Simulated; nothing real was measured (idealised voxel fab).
Process module heading - voxel plated lines
Square cell edge 5 nm, section width 245 nm, ID cut.
A cross-section in this document is a grid of square cells, and it is written down as bands, the top band listed before the ones below it; a band is made up of one or more rows of cells.
What a band's entry tells you: where the top is and where the bottom is, as heights in nm, and after that what lies inside, material by material from left to right, each with its width in nm. Empty space is written as the word "blank", and a single material marked with the word "edge to edge" occupies the band from edge to edge.
Heights are reckoned from 0. Under this level, the received wafer is all of one material. The bottommost band is open-ended downward, for example "0 and below".
Note: "30..40" means the width goes from the first number (top row of the band) to the second number (bottom row) in equal steps per row of cells.
When a step is marked "no change occurred", none of the cells in the cross-section changed during that step.
Closed-off voids of 8+ cells (no open route to the top) go in "Enclosed internal voids", written width x height at distance from the left edge, in nm.
Step line, after settings: the simulator's comment on this step.
The line of a step may include "overlay nm". On a step with a mask, this value is how far to the right of its planned place the mask lay. A negative value means the mask lay to the left.

## plan
| 1 | RECEIVE | material Si |
| 2 | CONFORMAL_DEP | material SiO2 | thk nm 10 |
| 3 | DIRECTIONAL_DEP | material TiN | thk nm 5 |
| 4 | PATTERN | tone open | mask id LINES | material resist | width nm 15 | pitch nm 35 | thk nm 25 | overlay nm 0 |
| 5 | EPI | material Ru | thk nm 5 |
| 6 | EPI | material Ru | thk nm 10 |
| 7 | STRIP | etch materials resist |
| 8 | DIRECTIONAL_ETCH | etch materials TiN | depth nm 5 |
| 9 | CONFORMAL_DEP | material SiCN | thk nm 5 |

## Step 1 complete: cross-section of the wafer as received
	0 and below = Si edge to edge
	Enclosed internal voids: none

## Module complete, cross-section. Starting point and plan per above. One mistake made in running the module
	25 down to 20 = blank 90 | SiCN 25 | blank 10 | SiCN 25 | blank 95
	20 down to 5 = blank 90 | SiCN 5 | Ru 15 | SiCN 5 | blank 10 | SiCN 5 | Ru 15 | SiCN 5 | blank 95
	5 down to 0 = SiCN 95 | TiN 15 | SiCN 20 | TiN 15 | SiCN 100
	0 and below = Si edge to edge
	Enclosed internal voids: none
Nonconformance to the process plan: step 2 of the plan was excluded from execution and never run
